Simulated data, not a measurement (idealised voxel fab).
process module | voxel ribs on slabs
cross-section cut | 145 nm wide | cells 5 nm
A cross-section is a grid of square cells, given in bands from the top down. A band is one or more rows of cells.
Each band's line starts with the height of the band's top and of its bottom, in nm. Then come its materials from left to right, each with its width in nm. One material with "throughout" fills the band from edge to edge. "air" is empty space.
Height 0 is the level under which the wafer as received is all one material. The lowest band goes on downwards, as in "0 down".
A width such as "30 to 40" changes by the same amount from each row of cells to the next, from the band's top row to its bottom row.
"no change" after a step means that no cell of the cross-section changed.
closed voids: empty space of 8 cells or more with no open way to the top, each as width x height at its distance from the left edge, in nm
after a step's settings: what the simulator itself notes on the step
overlay nm, on a step with a mask: how far to the right of its planned place the mask lay; to the left if negative
plan
1 op RECEIVE | material Si
2 op DIRECTIONAL_DEP | material SiO2 | thk nm 25
3 op DIRECTIONAL_DEP | material SiN | thk nm 15
4 op PATTERN | tone cover | mask id RIB | material resist | width nm 25 | thk nm 20 | overlay nm 0
5 op DIRECTIONAL_ETCH | etch materials SiN | depth nm 5
6 op STRIP | etch materials resist
7 op PATTERN | tone cover | mask id SLAB | material resist | width nm 85 | thk nm 15 | overlay nm 0
8 op DIRECTIONAL_ETCH | etch materials SiN | depth nm 10
9 op STRIP | etch materials resist
10 op FILL_DEP | material SiO2 | thk nm 15
11 op CMP | height nm 50
12 op DIRECTIONAL_DEP | material W | thk nm 10
13 op PATTERN | tone cover | mask id HEATER | material resist | width nm 35 | thk nm 20 | overlay nm 0
14 op DIRECTIONAL_ETCH | etch materials W | depth nm 10
15 op STRIP | etch materials resist
16 op CONFORMAL_DEP | material SiO2 | thk nm 5
as received, after step 1
  0 down: Si throughout
  closed voids: none
a wafer at the end: this start, this plan, one mistake
  65 to 60: air 50 | SiO2 45 | air 50
  60 to 55: air 50 | SiO2 5 | W 35 | SiO2 5 | air 50
  55 to 50: SiO2 55 | W 35 | SiO2 55
  50 to 40: SiO2 throughout
  40 to 35: SiO2 60 | SiN 30 | SiO2 55
  35 to 25: SiO2 30 | SiN 85 | SiO2 30
  25 to 0: SiO2 throughout
  0 down: Si throughout
  closed voids: none
what went wrong: step 4 ran as: op PATTERN | tone cover | mask id RIB | material resist | width nm 30 | thk nm 20 | overlay nm 0
